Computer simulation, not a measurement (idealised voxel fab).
process module | voxel self aligned vias
cross-section cut | 270 nm wide | cells 5 nm
A cross-section is a grid of square cells, given in bands from the top down. A band is one or more rows of cells.
Each band's line starts with the height of the band's top and of its bottom, in nm. Then come its materials from left to right, each with its width in nm. One material with "throughout" fills the band from edge to edge. "air" is empty space.
Height 0 is the level under which the wafer as received is all one material. The lowest band goes on downwards, as in "0 down".
A width such as "30 to 40" changes by the same amount from each row of cells to the next, from the band's top row to its bottom row.
"no change" after a step means that no cell of the cross-section changed.
closed voids: empty space of 8 cells or more with no open way to the top, each as width x height at its distance from the left edge, in nm
after a step's settings: what the simulator itself notes on the step
overlay nm, on a step with a mask: how far to the right of its planned place the mask lay; to the left if negative
plan
1 op RECEIVE | material Si
2 op CONFORMAL_DEP | material SiO2 | thk nm 15
3 op CONFORMAL_DEP | material SiCN | thk nm 5
4 op DIRECTIONAL_DEP | material SiO2 | thk nm 15
5 op MASKED_ETCH | tone open | mask id LINES | width nm 30 | pitch nm 80 | etch materials SiO2 | depth nm 25 | overlay nm 0
6 op CONFORMAL_DEP | material TiN | thk nm 5
7 op FILL_DEP | material W | thk nm 10
8 op CMP | height nm 45
9 op SELECTIVE_ETCH | etch materials W Ru TiN | depth nm 10
10 op FILL_DEP | material SiN | thk nm 10
11 op CMP | height nm 45
12 op DIRECTIONAL_DEP | material SiO2 | thk nm 15
13 op PATTERN | tone open | mask id VIAS | material resist | width nm 50 | pitch nm 80 | thk nm 20 | overlay nm 0
14 op DIRECTIONAL_ETCH | etch materials SiO2 | depth nm 15
15 op DIRECTIONAL_ETCH | etch materials SiN | depth nm 10
16 op STRIP | etch materials resist
17 op CONFORMAL_DEP | material TiN | thk nm 5
18 op FILL_DEP | material W | thk nm 10
19 op CMP | height nm 60
20 op CONFORMAL_DEP | material SiCN | thk nm 5
varied across the wafers: thk nm of step 4. The plan shows the first wafer's value. All wafers start alike
first wafer as received, after step 1
  0 down: Si throughout
  closed voids: none
first wafer at the end, after step 20
  65 to 60: SiCN throughout
  60 to 45: SiO2 70 | TiN 5 | W 40 | TiN 5 | SiO2 30 | TiN 5 | W 40 | TiN 5 | SiO2 70
  45 to 40: SiN 70 | TiN 5 | W 40 | TiN 5 | SiN 30 | TiN 5 | W 40 | TiN 5 | SiN 70
  40 to 35: SiN 70 | TiN 50 | SiN 30 | TiN 50 | SiN 70
  35 to 25: SiO2 80 | TiN 5 | W 20 | TiN 5 | SiO2 50 | TiN 5 | W 20 | TiN 5 | SiO2 80
  25 to 20: SiO2 80 | TiN 30 | SiO2 50 | TiN 30 | SiO2 80
  20 to 15: SiCN throughout
  15 to 0: SiO2 throughout
  0 down: Si throughout
  closed voids: none
last wafer at the end
  65 to 60: SiCN throughout
  60 to 50: SiO2 70 | TiN 5 | W 40 | TiN 5 | SiO2 30 | TiN 5 | W 40 | TiN 5 | SiO2 70
  50 to 40: SiO2 70 to 80 | TiN 15 to 5 | W 20 | TiN 15 to 5 | SiO2 30 to 50 | TiN 15 to 5 | W 20 | TiN 15 to 5 | SiO2 70 to 80
  40 to 35: SiO2 80 | TiN 30 | SiO2 50 | TiN 30 | SiO2 80
  35 to 20: SiO2 throughout
  20 to 15: SiCN throughout
  15 to 0: SiO2 throughout
  0 down: Si throughout
  closed voids: none
each wafer at the end: cells of each material gained (+) or lost (-) since it was received, then its closed voids
thk nm 15 | +108 SiCN | +68 SiN | +390 SiO2 | +56 TiN | +80 W | closed voids: none
thk nm 20 | +108 SiCN | +34 SiN | +432 SiO2 | +56 TiN | +72 W | closed voids: none
thk nm 25 | +108 SiCN | +474 SiO2 | +56 TiN | +64 W | closed voids: none
thk nm 30 | +108 SiCN | +486 SiO2 | +52 TiN | +56 W | closed voids: none
thk nm 35 | +108 SiCN | +498 SiO2 | +48 TiN | +48 W | closed voids: none
thk nm 40 | +108 SiCN | +510 SiO2 | +36 TiN | +48 W | closed voids: none
